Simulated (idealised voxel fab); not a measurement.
The process module that follows is named voxel capacitor over wiring.
The cross-section on display is named cut; it measures 300 nm wide, and its cells are 5 nm squares.
Bands, listed from the top down, are how a cross-section gets written in this document; the cross-section itself is a grid of square cells, and a band is one or more rows of them.
Quick guide to a band line: top height, bottom height (nm) up front; then every material left to right with its width in nm. Only one material and it's marked "all across"? Then it fills the band edge to edge. And "empty" just means empty space.
Height datum 0, below which the as-received substrate wafer is one material. Lowest band open at the bottom, running downward: "from 0 down".
The width entry "30->40" should be interpreted row by row: the top row of cells in the band takes the first number, the bottom row takes the second number, and the change between adjacent rows is uniform throughout.
Given "identical to before" for a step, no cell of the cross-section differs between before and after that step.
Voids not open to the top, 8 cells minimum: see "Unvented cavities". Written width x height at distance; distance is from the left edge; nm.
That trailing text on a step's line, after the settings, is the simulator's own remark on the step.
Steps that use a mask can have "overlay nm" on their line. It says how far the mask sat to the right of where it was meant to be. Negative means to the left.
**Process steps - plan**
1. RECEIVE [material Si]
2. CONFORMAL_DEP [material SiO2] [thk nm 10]
3. DIRECTIONAL_DEP [material TiN] [thk nm 5]
4. DIRECTIONAL_DEP [material W] [thk nm 25]
5. PATTERN [tone cover] [mask id METAL_1] [material resist] [width nm 20] [pitch nm 85] [thk nm 20] [overlay nm 0]
6. DIRECTIONAL_ETCH [etch materials W] [depth nm 25]
7. DIRECTIONAL_ETCH [etch materials TiN] [depth nm 5]
8. STRIP [etch materials resist]
9. FILL_DEP [material SiO2] [thk nm 10]
10. CMP [height nm 40]
11. CONFORMAL_DEP [material SiCN] [thk nm 5]
12. DIRECTIONAL_DEP [material SiO2] [thk nm 20]
13. DIRECTIONAL_DEP [material aC] [thk nm 15]
14. PATTERN [tone open] [mask id PLUG_1] [material resist] [width nm 15] [thk nm 35] [overlay nm 0]
15. DIRECTIONAL_ETCH [etch materials aC] [depth nm 15]
16. STRIP [etch materials resist]
17. DIRECTIONAL_ETCH [etch materials SiO2] [depth nm 20]
18. DIRECTIONAL_ETCH [etch materials SiCN] [depth nm 5]
19. STRIP [etch materials aC]
20. CONFORMAL_DEP [material TiN] [thk nm 5]
21. FILL_DEP [material Cu] [thk nm 10]
22. CMP [height nm 65]
23. DIRECTIONAL_DEP [material TiN] [thk nm 10]
24. DIRECTIONAL_DEP [material Al2O3] [thk nm 5]
25. DIRECTIONAL_DEP [material TiN] [thk nm 5]
26. DIRECTIONAL_DEP [material aC] [thk nm 10]
27. PATTERN [tone cover] [mask id UPPER_PLATE] [material resist] [width nm 70] [thk nm 30] [overlay nm 0]
28. DIRECTIONAL_ETCH [etch materials aC] [depth nm 10]
29. STRIP [etch materials resist]
30. DIRECTIONAL_ETCH [etch materials TiN] [depth nm 5]
31. DIRECTIONAL_ETCH [etch materials Al2O3] [depth nm 5]
32. STRIP [etch materials aC]
33. DIRECTIONAL_DEP [material aC] [thk nm 10]
34. PATTERN [tone cover] [mask id LOWER_PLATE] [material resist] [width nm 80] [thk nm 30] [overlay nm 0]
35. DIRECTIONAL_ETCH [etch materials aC] [depth nm 10]
36. STRIP [etch materials resist]
37. DIRECTIONAL_ETCH [etch materials TiN] [depth nm 10]
38. STRIP [etch materials aC]
39. FILL_DEP [material SiO2] [thk nm 20]
40. CMP [height nm 100]
41. PATTERN [tone open] [mask id PLUG_2] [material resist] [width nm 15] [thk nm 15] [overlay nm 0]
42. DIRECTIONAL_ETCH [etch materials SiO2] [depth nm 15]
43. STRIP [etch materials resist]
44. CONFORMAL_DEP [material TiN] [thk nm 5]
45. FILL_DEP [material W] [thk nm 10]
46. CMP [height nm 100]
47. CONFORMAL_DEP [material SiCN] [thk nm 5]
Keep in mind the plan's value for the width nm of step 41 comes from the first wafer; the wafers don't share that setting, but they do share the same starting point.
**The first of several wafers, as received after step 1, seen in section**
from 0 down: Si all across
Unvented cavities: none
**Module finished, last step 47 done: cross-section of the first of several wafers**
from 105 to 100: SiCN all across
from 100 to 90: SiO2: 110, TiN: 5, W: 5, TiN: 5, SiO2: 175
from 90 to 80: SiO2: 110->100, TiN: 15->70, SiO2: 175->130
from 80 to 75: SiO2: 100, Al2O3: 70, SiO2: 130
from 75 to 65: SiO2: 95, TiN: 80, SiO2: 125
from 65 to 45: SiO2: 100, TiN: 5, Cu: 5, TiN: 5, SiO2: 185
from 45 to 40: SiCN: 100, TiN: 15, SiCN: 185
from 40 to 15: SiO2: 95, W: 20, SiO2: 65, W: 20, SiO2: 100
from 15 to 10: SiO2: 95, TiN: 20, SiO2: 65, TiN: 20, SiO2: 100
from 10 to 0: SiO2 all across
from 0 down: Si all across
Unvented cavities: none
**Sectional view of the last wafer upon completion of the module**
from 105 to 100: SiCN all across
from 100 to 90: SiO2: 105, TiN: 5, W: 20, TiN: 5, SiO2: 165
from 90 to 80: SiO2: 105->100, TiN: 30->70, SiO2: 165->130
from 80 to 75: SiO2: 100, Al2O3: 70, SiO2: 130
from 75 to 65: SiO2: 95, TiN: 80, SiO2: 125
from 65 to 45: SiO2: 100, TiN: 5, Cu: 5, TiN: 5, SiO2: 185
from 45 to 40: SiCN: 100, TiN: 15, SiCN: 185
from 40 to 15: SiO2: 95, W: 20, SiO2: 65, W: 20, SiO2: 100
from 15 to 10: SiO2: 95, TiN: 20, SiO2: 65, TiN: 20, SiO2: 100
from 10 to 0: SiO2 all across
from 0 down: Si all across
Unvented cavities: none
**Where each wafer stands at the end of the module, a row apiece: cells of each material gained (+) or lost (-) since it was received, then closed voids**
width nm 15, +14 Al2O3, +4 Cu, +117 SiCN, +1011 SiO2, +72 TiN, +42 W, Unvented cavities: none
width nm 20, +14 Al2O3, +4 Cu, +117 SiCN, +1008 SiO2, +73 TiN, +44 W, Unvented cavities: none
width nm 25, +14 Al2O3, +4 Cu, +117 SiCN, +1005 SiO2, +74 TiN, +46 W, Unvented cavities: none
width nm 30, +14 Al2O3, +4 Cu, +117 SiCN, +1002 SiO2, +75 TiN, +48 W, Unvented cavities: none
